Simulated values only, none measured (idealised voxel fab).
process module | voxel wiring stack
We display cut, a cross-section 220 nm in width whose square cells are each 5 nm.
Format of a cross-section: grid, square cells. Given as bands. Order: top down. Band: one or more rows of cells.
This entry defines a band. It first specifies the height of the band's top and the height of its bottom in nm, and then specifies the band's materials from left to right, stating each material with its width in nm. The word "all across" identifies a single material that fills the band from edge to edge, while the word "empty" identifies empty space.
Counting heights begins at 0, where everything beneath is, in the wafer as received, one material. The lowest band has no bottom; it goes on downwards, as "0..down" shows.
Note: "30..40" means the width goes from the first number (top row of the band) to the second number (bottom row) in equal steps per row of cells.
Take "nothing different" at face value: in the step it is given for, the cross-section changed in none of its cells.
This entry, "Enclosed void inventory", enumerates those empty regions of no fewer than 8 cells that possess no open connection to the top. Each region is reported in the form width x height at distance, the distance being taken from the left edge, with all three quantities expressed in nm.
On a step's line, text after the settings is the simulator commenting on that step.
When a step includes a mask, the "overlay nm" setting on its line states how far to the right of its planned place that mask lay, and negative values state how far to the left.

This section lists the process steps that were planned
1. op RECEIVE | material Si
2. op CONFORMAL_DEP | material SiO2 | thk nm 15
3. op CONFORMAL_DEP | material SiN | thk nm 5
4. op DIRECTIONAL_DEP | material SiO2 | thk nm 25
5. op MASKED_ETCH | tone open | mask id METAL_1 | width nm 25 | pitch nm 45 | etch materials SiO2 | depth nm 25 | overlay nm 0
6. op MASKED_ETCH | tone open | mask id METAL_1 | width nm 25 | pitch nm 45 | etch materials SiN | depth nm 5 | overlay nm 0
7. op CONFORMAL_DEP | material TiN | thk nm 5
8. op FILL_DEP | material Cu | thk nm 10
9. op CMP | height nm 45
10. op CONFORMAL_DEP | material SiCN | thk nm 5
11. op DIRECTIONAL_DEP | material SiO2 | thk nm 15
12. op MASKED_ETCH | tone open | mask id PLUG_1 | width nm 15 | pitch nm 45 | etch materials SiO2 | depth nm 15 | overlay nm 0
13. op MASKED_ETCH | tone open | mask id PLUG_1 | width nm 15 | pitch nm 45 | etch materials SiCN | depth nm 5 | overlay nm 0
14. op EPI | material Ru | thk nm 10
15. op EPI | material Ru | thk nm 10
16. op CONFORMAL_DEP | material SiN | thk nm 5
17. op DIRECTIONAL_DEP | material lowk | thk nm 20
18. op PATTERN | tone open | mask id METAL_2 | material resist | width nm 25 | pitch nm 45 | thk nm 20 | overlay nm 0
19. op DIRECTIONAL_ETCH | etch materials lowk | depth nm 20
20. op DIRECTIONAL_ETCH | etch materials SiN | depth nm 5
21. op STRIP | etch materials resist
22. op CONFORMAL_DEP | material TiN | thk nm 5
23. op FILL_DEP | material Cu | thk nm 10
24. op CMP | height nm 90
25. op CONFORMAL_DEP | material SiCN | thk nm 5
26. op DIRECTIONAL_DEP | material SiO2 | thk nm 30
27. op MASKED_ETCH | tone open | mask id METAL_3_HOLES | width nm 15 | pitch nm 45 | etch materials SiO2 | depth nm 30 | overlay nm 0
28. op MASKED_ETCH | tone open | mask id METAL_3 | width nm 25 | pitch nm 45 | etch materials SiO2 | depth nm 20 | overlay nm 0
29. op MASKED_ETCH | tone open | mask id METAL_3 | width nm 25 | pitch nm 45 | etch materials SiCN | depth nm 5 | overlay nm 0
30. op CONFORMAL_DEP | material TiN | thk nm 5
31. op FILL_DEP | material Cu | thk nm 10
32. op CMP | height nm 125
33. op CONFORMAL_DEP | material SiCN | thk nm 5
34. op DIRECTIONAL_DEP | material lowk | thk nm 25
35. op MASKED_ETCH | tone open | mask id METAL_4_HOLES | width nm 15 | pitch nm 90 | etch materials lowk | depth nm 25 | overlay nm 0
36. op PATTERN | tone open | mask id METAL_4 | material resist | width nm 25 | pitch nm 45 | thk nm 20 | overlay nm 0
37. op DIRECTIONAL_ETCH | etch materials lowk | depth nm 15
38. op DIRECTIONAL_ETCH | etch materials SiCN | depth nm 5
39. op STRIP | etch materials resist
40. op CONFORMAL_DEP | material TiN | thk nm 5
41. op FILL_DEP | material Cu | thk nm 10
42. op CMP | height nm 155
43. op CONFORMAL_DEP | material SiCN | thk nm 5

Received-state cross-section, reflecting completion of step 1
    0..down: Si all across
    Enclosed void inventory: none

First of two wafers, end-of-module section, run followed plan
    160..155: SiCN all across
    155..145: lowk 50, then TiN 5, then Cu 15, then TiN 5, then lowk 20, then TiN 5, then Cu 15, then TiN 5, then lowk 20, then TiN 5, then Cu 15, then TiN 5, then lowk 55
    145..140: lowk 50, then TiN 5, then Cu 5, then TiN 15, then lowk 20, then TiN 25, then lowk 20, then TiN 5, then Cu 5, then TiN 15, then lowk 55
    140..130: lowk 50, then TiN 5, then Cu 5, then TiN 5, then lowk 75, then TiN 5, then Cu 5, then TiN 5, then lowk 65
    130..125: SiCN 50, then TiN 15, then SiCN 75, then TiN 15, then SiCN 65
    125..110: SiO2 50, then TiN 5, then Cu 15, then TiN 5, then SiO2 20, then TiN 5, then Cu 15, then TiN 5, then SiO2 20, then TiN 5, then Cu 15, then TiN 5, then SiO2 55
    110..105: SiO2 50, then TiN 5, then Cu 5, then TiN 15, then SiO2 20, then TiN 5, then Cu 5, then TiN 15, then SiO2 20, then TiN 5, then Cu 5, then TiN 15, then SiO2 55
    105..95: SiO2 50, then TiN 5, then Cu 5, then TiN 5, then SiO2 30, then TiN 5, then Cu 5, then TiN 5, then SiO2 30, then TiN 5, then Cu 5, then TiN 5, then SiO2 65
    95..90: SiCN 50, then TiN 15, then SiCN 30, then TiN 15, then SiCN 30, then TiN 15, then SiCN 65
    90..70: lowk 50, then TiN 5, then Cu 15, then TiN 5, then lowk 20, then TiN 5, then Cu 15, then TiN 5, then lowk 20, then TiN 5, then Cu 15, then TiN 5, then lowk 55
    70..65: SiN 50, then TiN 25, then SiN 20, then TiN 25, then SiN 20, then TiN 25, then SiN 55
    65..50: SiO2 50, then Ru 15, then SiO2 30, then Ru 15, then SiO2 30, then Ru 15, then SiO2 65
    50..45: SiCN 50, then Ru 15, then SiCN 30, then Ru 15, then SiCN 30, then Ru 15, then SiCN 65
    45..20: SiO2 50, then TiN 5, then Cu 15, then TiN 5, then SiO2 20, then TiN 5, then Cu 15, then TiN 5, then SiO2 20, then TiN 5, then Cu 15, then TiN 5, then SiO2 55
    20..15: SiN 50, then TiN 25, then SiN 20, then TiN 25, then SiN 20, then TiN 25, then SiN 55
    15..0: SiO2 all across
    0..down: Si all across
    Enclosed void inventory: none

This cross-section belongs to the second wafer of two at the end of the module; the start and the plan were shared with the first, and the run included one mistake
    160..155: SiCN all across
    155..145: lowk 50, then TiN 5, then Cu 15, then TiN 5, then lowk 20, then TiN 5, then Cu 15, then TiN 5, then lowk 20, then TiN 5, then Cu 15, then TiN 5, then lowk 55
    145..140: lowk 50, then TiN 5, then Cu 5, then TiN 15, then lowk 20, then TiN 25, then lowk 20, then TiN 5, then Cu 5, then TiN 15, then lowk 55
    140..130: lowk 50, then TiN 5, then Cu 5, then TiN 5, then lowk 75, then TiN 5, then Cu 5, then TiN 5, then lowk 65
    130..125: SiCN 50, then TiN 15, then SiCN 75, then TiN 15, then SiCN 65
    125..110: SiO2 50, then TiN 5, then Cu 15, then TiN 5, then SiO2 20, then TiN 5, then Cu 15, then TiN 5, then SiO2 20, then TiN 5, then Cu 15, then TiN 5, then SiO2 55
    110..105: SiO2 50, then TiN 5, then Cu 5, then TiN 15, then SiO2 20, then TiN 5, then Cu 5, then TiN 15, then SiO2 20, then TiN 5, then Cu 5, then TiN 15, then SiO2 55
    105..95: SiO2 50, then TiN 5, then Cu 5, then TiN 5, then SiO2 30, then TiN 5, then Cu 5, then TiN 5, then SiO2 30, then TiN 5, then Cu 5, then TiN 5, then SiO2 65
    95..90: SiCN 50, then TiN 15, then SiCN 30, then TiN 15, then SiCN 30, then TiN 15, then SiCN 65
    90..70: lowk 50, then TiN 5, then Cu 15, then TiN 5, then lowk 20, then TiN 5, then Cu 15, then TiN 5, then lowk 20, then TiN 5, then Cu 15, then TiN 5, then lowk 55
    70..65: SiN 50, then TiN 25, then SiN 20, then TiN 25, then SiN 20, then TiN 25, then SiN 55
    65..50: SiO2 50, then Ru 15, then SiO2 30, then Ru 15, then SiO2 30, then Ru 15, then SiO2 65
    50..45: SiCN 50, then Ru 15, then SiCN 30, then Ru 15, then SiCN 30, then Ru 15, then SiCN 65
    45..25: SiO2 50, then TiN 5, then Cu 15, then TiN 5, then SiO2 20, then TiN 5, then Cu 15, then TiN 5, then SiO2 20, then TiN 5, then Cu 15, then TiN 5, then SiO2 55
    25..20: SiO2 50, then TiN 10, then Cu 5, then TiN 10, then SiO2 20, then TiN 10, then Cu 5, then TiN 10, then SiO2 20, then TiN 10, then Cu 5, then TiN 10, then SiO2 55
    20..15: SiN 55, then TiN 15, then SiN 30, then TiN 15, then SiN 30, then TiN 15, then SiN 60
    15..0: SiO2 all across
    0..down: Si all across
    Enclosed void inventory: none
What was done differently from what was planned? step 6 did not use the planned setting and instead ran as op MASKED_ETCH | tone open | mask id METAL_1 | width nm 15 | pitch nm 45 | etch materials SiN | depth nm 5 | overlay nm 0
Bottom line after processing is that, in cells, the second wafer is up or down on some materials versus the first: -6 Cu; +6 SiN
